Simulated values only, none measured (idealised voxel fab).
process module | voxel self aligned contacts
cross-section cut | 170 nm wide | cells 5 nm
A cross-section is a grid of square cells, given in bands from the top down. A band is one or more rows of cells.
Each band's line starts with the height of the band's top and of its bottom, in nm. Then come its materials from left to right, each with its width in nm. One material with "throughout" fills the band from edge to edge. "air" is empty space.
Height 0 is the level under which the wafer as received is all one material. The lowest band goes on downwards, as in "0 down".
A width such as "30 to 40" changes by the same amount from each row of cells to the next, from the band's top row to its bottom row.
"no change" after a step means that no cell of the cross-section changed.
closed voids: empty space of 8 cells or more with no open way to the top, each as width x height at its distance from the left edge, in nm
after a step's settings: what the simulator itself notes on the step
overlay nm, on a step with a mask: how far to the right of its planned place the mask lay; to the left if negative
plan
1 op RECEIVE | material Si
2 op CONFORMAL_DEP | material SiO2 | thk nm 5
3 op DIRECTIONAL_DEP | material polySi | thk nm 30
4 op DIRECTIONAL_DEP | material SiN | thk nm 15
5 op MASKED_ETCH | tone cover | mask id GATE | width nm 25 | pitch nm 50 | etch materials SiN | depth nm 15 | overlay nm 0
6 op MASKED_ETCH | tone cover | mask id GATE | width nm 25 | pitch nm 50 | etch materials polySi | depth nm 30 | overlay nm 0
7 op CONFORMAL_DEP | material SiN | thk nm 5
8 op DIRECTIONAL_ETCH | etch materials SiN | depth nm 5
9 op FILL_DEP | material SiO2 | thk nm 15
10 op CMP | height nm 60
11 op DIRECTIONAL_DEP | material aC | thk nm 10
12 op PATTERN | tone open | mask id CONTACT | material resist | width nm 25 | pitch nm 50 | thk nm 30 | overlay nm 0
13 op DIRECTIONAL_ETCH | etch materials aC | depth nm 10
14 op STRIP | etch materials resist
15 op DIRECTIONAL_ETCH | etch materials SiO2 | depth nm 60
16 op STRIP | etch materials aC
17 op CONFORMAL_DEP | material TiN | thk nm 5
18 op FILL_DEP | material Ru | thk nm 5
19 op CMP | height nm 60
20 op CONFORMAL_DEP | material SiCN | thk nm 5
varied across the wafers: width nm of step 12. The plan shows the first wafer's value. All wafers start alike
first wafer as received, after step 1
  0 down: Si throughout
  closed voids: none
first wafer at the end, after step 20
  65 to 60: SiCN throughout
  60 to 50: SiO2 45 | TiN 5 to 10 | Ru 15 to 5 | TiN 5 to 10 | SiO2 25 | TiN 5 to 10 | Ru 15 to 5 | TiN 5 to 10 | SiO2 50
  50 to 35: SiO2 15 | SiN 35 | TiN 5 | Ru 5 | TiN 5 | SiN 35 | TiN 5 | Ru 5 | TiN 5 | SiN 35 | SiO2 20
  35 to 5: SiO2 15 | SiN 5 | polySi 25 | SiN 5 | TiN 5 | Ru 5 | TiN 5 | SiN 5 | polySi 25 | SiN 5 | TiN 5 | Ru 5 | TiN 5 | SiN 5 | polySi 25 | SiN 5 | SiO2 20
  5 to 0: SiO2 50 | TiN 15 | SiO2 35 | TiN 15 | SiO2 55
  0 down: Si throughout
  closed voids: none
last wafer at the end
  65 to 60: SiCN throughout
  60 to 50: SiO2 40 | TiN 5 to 15 | Ru 25 to 5 | TiN 5 to 15 | SiO2 15 | TiN 5 to 15 | Ru 25 to 5 | TiN 5 to 15 | SiO2 45
  50 to 35: SiO2 15 | SiN 35 | TiN 5 | Ru 5 | TiN 5 | SiN 35 | TiN 5 | Ru 5 | TiN 5 | SiN 35 | SiO2 20
  35 to 5: SiO2 15 | SiN 5 | polySi 25 | SiN 5 | TiN 5 | Ru 5 | TiN 5 | SiN 5 | polySi 25 | SiN 5 | TiN 5 | Ru 5 | TiN 5 | SiN 5 | polySi 25 | SiN 5 | SiO2 20
  5 to 0: SiO2 50 | TiN 15 | SiO2 35 | TiN 15 | SiO2 55
  0 down: Si throughout
  closed voids: none
each wafer at the end: cells of each material gained (+) or lost (-) since it was received, then its closed voids
width nm 25 | +26 Ru | +34 SiCN | +99 SiN | +139 SiO2 | +54 TiN | +90 polySi | closed voids: none
width nm 30 | +28 Ru | +34 SiCN | +99 SiN | +135 SiO2 | +56 TiN | +90 polySi | closed voids: none
width nm 35 | +30 Ru | +34 SiCN | +99 SiN | +131 SiO2 | +58 TiN | +90 polySi | closed voids: none
